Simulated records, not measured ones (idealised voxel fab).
Process module name: voxel transistor to metal
Shown is cross-section cut, with a width of 165 nm and square cells of size 5 nm.
For the purposes of this document, a cross-section shall be understood as a grid of square cells, specified as bands listed in top-to-bottom order, each band consisting of one or more rows of cells.
It is stipulated that each band's entry specify, in nanometres, the height of the top of the band and then that of its bottom, followed by the materials of the band in left-to-right sequence, each together with its width in nanometres. A single material marked by the word "edge to edge" is understood to fill the band from edge to edge; the word "empty" is understood to denote empty space.
Height reference: 0 = level under which incoming wafer is all one material. Lowest band: no bottom, runs on downward, e.g. "0 -> down".
Read "30 to 40" as a graded width: first number on top, second number at the bottom, same change between each pair of neighbouring rows.
"no change occurred" -> step changed no cross-section cell.
Closed empty spaces (no open way to the top) of 8 cells or more are what "Trapped voids" lists, each as width x height at distance from the left edge, nm for all three.
On a step's line, text after the settings is the simulator commenting on that step.
overlay nm: how far to the right of its planned place the mask lay on this masked step (negative: to the left).
## Set out below are the planned steps of the process
| 1 | RECEIVE (material Si) |
| 2 | OXIDIZE (depth nm 5) |
| 3 | CONFORMAL_DEP (material SiN; thk nm 10) |
| 4 | MASKED_ETCH (tone cover; mask id ACTIVE; width nm 115; etch materials SiN; depth nm 10; overlay nm -10) |
| 5 | MASKED_ETCH (tone cover; mask id ACTIVE; width nm 115; etch materials SiO2; depth nm 5; overlay nm 0) |
| 6 | MASKED_ETCH (tone cover; mask id ACTIVE; width nm 115; etch materials Si; depth nm 30; overlay nm 0) |
| 7 | OXIDIZE (depth nm 5) |
| 8 | FILL_DEP (material SiO2; thk nm 10) |
| 9 | CMP (height nm 10) |
| 10 | SELECTIVE_ETCH (etch materials SiO2; depth nm 5) |
| 11 | STRIP (etch materials SiN) |
| 12 | SELECTIVE_ETCH (etch materials SiO2; depth nm 5) |
| 13 | OXIDIZE (depth nm 5) |
| 14 | DIRECTIONAL_DEP (material polySi; thk nm 20) |
| 15 | DIRECTIONAL_DEP (material SiCN; thk nm 15) |
| 16 | DIRECTIONAL_DEP (material aC; thk nm 15) |
| 17 | PATTERN (tone cover; mask id GATE; material resist; width nm 25; thk nm 35; overlay nm 0) |
| 18 | DIRECTIONAL_ETCH (etch materials aC; depth nm 15) |
| 19 | STRIP (etch materials resist) |
| 20 | DIRECTIONAL_ETCH (etch materials SiCN; depth nm 25) |
| 21 | DIRECTIONAL_ETCH (etch materials polySi; depth nm 30) |
| 22 | STRIP (etch materials aC) |
| 23 | CONFORMAL_DEP (material SiN; thk nm 10) |
| 24 | DIRECTIONAL_ETCH (etch materials SiN; depth nm 10) |
| 25 | DIRECTIONAL_ETCH (etch materials SiO2; depth nm 5) |
| 26 | EPI (material pSi; thk nm 5) |
| 27 | FILL_DEP (material SiO2; thk nm 5) |
| 28 | CMP (height nm 15) |
| 29 | STRIP (etch materials polySi) |
| 30 | SELECTIVE_ETCH (etch materials SiO2; depth nm 5) |
| 31 | CONFORMAL_DEP (material HfO2; thk nm 5) |
| 32 | CONFORMAL_DEP (material TiN; thk nm 5) |
| 33 | FILL_DEP (material W; thk nm 10) |
| 34 | CMP (height nm 10) |
| 35 | DIRECTIONAL_DEP (material SiO2; thk nm 15) |
| 36 | DIRECTIONAL_DEP (material aC; thk nm 10) |
| 37 | PATTERN (tone open; mask id CONTACT; material resist; width nm 20; pitch nm 85; thk nm 25; overlay nm 0) |
| 38 | DIRECTIONAL_ETCH (etch materials aC; depth nm 10) |
| 39 | STRIP (etch materials resist) |
| 40 | DIRECTIONAL_ETCH (etch materials SiO2; depth nm 30) |
| 41 | STRIP (etch materials aC) |
| 42 | CONFORMAL_DEP (material TiN; thk nm 5) |
| 43 | FILL_DEP (material W; thk nm 5) |
| 44 | CMP (height nm 25) |
| 45 | CONFORMAL_DEP (material SiCN; thk nm 5) |
| 46 | DIRECTIONAL_DEP (material SiO2; thk nm 20) |
| 47 | MASKED_ETCH (tone open; mask id METAL_1; width nm 20; pitch nm 85; etch materials SiO2; depth nm 20; overlay nm 0) |
| 48 | MASKED_ETCH (tone open; mask id METAL_1; width nm 20; pitch nm 85; etch materials SiCN; depth nm 5; overlay nm 0) |
| 49 | CONFORMAL_DEP (material TiN; thk nm 5) |
| 50 | FILL_DEP (material Cu; thk nm 5) |
| 51 | CMP (height nm 50) |
| 52 | CONFORMAL_DEP (material SiCN; thk nm 5) |
Variable across wafers: step 4 overlay nm (plan value is that of the first wafer; starting state common to all).
## Received condition of the first of several wafers, sectioned: post-step 1
    0 -> down = Si edge to edge
    Trapped voids: none
## Post step 52, the closing step of the module: first of several wafers, cross-sectioned
    55 -> 50 = SiCN edge to edge
    50 -> 30 = SiO2 30 nm, TiN 5 nm, Cu 10 nm, TiN 5 nm, SiO2 65 nm, TiN 5 nm, Cu 10 nm, TiN 5 nm, SiO2 30 nm
    30 -> 25 = SiCN 30 nm, TiN 20 nm, SiCN 65 nm, TiN 20 nm, SiCN 30 nm
    25 -> 10 = SiO2 30 nm, TiN 5 nm, W 10 nm, TiN 5 nm, SiO2 65 nm, TiN 5 nm, W 10 nm, TiN 5 nm, SiO2 30 nm
    10 -> 5 = SiO2 30 nm, TiN 5 nm, W 10 nm, TiN 5 nm, SiO2 10 nm, SiN 10 nm, HfO2 5 nm, TiN 5 nm, W 5 nm, TiN 5 nm, HfO2 5 nm, SiN 10 nm, SiO2 10 nm, TiN 5 nm, W 10 nm, TiN 5 nm, SiO2 30 nm
    5 -> 0 = SiO2 30 nm, TiN 5 nm, W 10 nm, TiN 5 nm, SiO2 10 nm, SiN 10 nm, HfO2 5 nm, TiN 5 nm, W 5 nm, TiN 5 nm, HfO2 5 nm, SiN 10 nm, SiO2 10 nm, TiN 20 nm, SiO2 30 nm
    0 -> -5 = SiO2 10 nm, SiN 10 nm, SiO2 10 nm, TiN 20 nm, SiO2 10 nm, SiN 10 nm, HfO2 5 nm, TiN 15 nm, HfO2 5 nm, SiN 10 nm, SiO2 10 nm, TiN 10 nm, SiN 10 nm, SiO2 30 nm
    -5 -> -10 = SiO2 20 nm, pSi 40 nm, SiO2 5 nm, HfO2 35 nm, SiO2 5 nm, pSi 20 nm, SiO2 40 nm
    -10 -> -40 = SiO2 20 nm, Si 115 nm, SiO2 30 nm
    -40 -> down = Si edge to edge
    Trapped voids: none
## Cross-section at module completion, last wafer
    55 -> 50 = SiCN edge to edge
    50 -> 30 = SiO2 30 nm, TiN 5 nm, Cu 10 nm, TiN 5 nm, SiO2 65 nm, TiN 5 nm, Cu 10 nm, TiN 5 nm, SiO2 30 nm
    30 -> 25 = SiCN 30 nm, TiN 20 nm, SiCN 65 nm, TiN 20 nm, SiCN 30 nm
    25 -> 10 = SiO2 30 nm, TiN 5 nm, W 10 nm, TiN 5 nm, SiO2 65 nm, TiN 5 nm, W 10 nm, TiN 5 nm, SiO2 30 nm
    10 -> 5 = SiO2 30 nm, TiN 5 nm, W 10 nm, TiN 5 nm, SiO2 10 nm, SiN 10 nm, HfO2 5 nm, TiN 5 nm, W 5 nm, TiN 5 nm, HfO2 5 nm, SiN 10 nm, SiO2 10 nm, TiN 5 nm, W 10 nm, TiN 5 nm, SiO2 30 nm
    5 -> 0 = SiO2 30 nm, TiN 20 nm, SiO2 10 nm, SiN 10 nm, HfO2 5 nm, TiN 5 nm, W 5 nm, TiN 5 nm, HfO2 5 nm, SiN 10 nm, SiO2 10 nm, TiN 5 nm, W 10 nm, TiN 5 nm, SiO2 30 nm
    0 -> -5 = SiO2 30 nm, SiN 10 nm, TiN 10 nm, SiO2 10 nm, SiN 10 nm, HfO2 5 nm, TiN 15 nm, HfO2 5 nm, SiN 10 nm, SiO2 10 nm, TiN 20 nm, SiO2 10 nm, SiN 10 nm, SiO2 10 nm
    -5 -> -10 = SiO2 40 nm, pSi 20 nm, SiO2 5 nm, HfO2 35 nm, SiO2 5 nm, pSi 40 nm, SiO2 20 nm
    -10 -> -40 = SiO2 30 nm, Si 115 nm, SiO2 20 nm
    -40 -> down = Si edge to edge
    Trapped voids: none
## Take any row and you have a wafer at the end of the module: how many cells of each material it has gained (+) or lost (-) since it was received, and then its closed voids
overlay nm -10, +16 Cu, +13 HfO2, -126 Si, +58 SiCN, +16 SiN, +295 SiO2, +59 TiN, +20 W, +12 pSi, Trapped voids: none
overlay nm -5, +16 Cu, +13 HfO2, -132 Si, +58 SiCN, +16 SiN, +300 SiO2, +59 TiN, +21 W, +12 pSi, Trapped voids: none
overlay nm 0, +16 Cu, +13 HfO2, -138 Si, +58 SiCN, +16 SiN, +305 SiO2, +59 TiN, +22 W, +12 pSi, Trapped voids: none
overlay nm 5, +16 Cu, +13 HfO2, -132 Si, +58 SiCN, +16 SiN, +300 SiO2, +59 TiN, +21 W, +12 pSi, Trapped voids: none
overlay nm 10, +16 Cu, +13 HfO2, -126 Si, +58 SiCN, +16 SiN, +295 SiO2, +59 TiN, +20 W, +12 pSi, Trapped voids: none
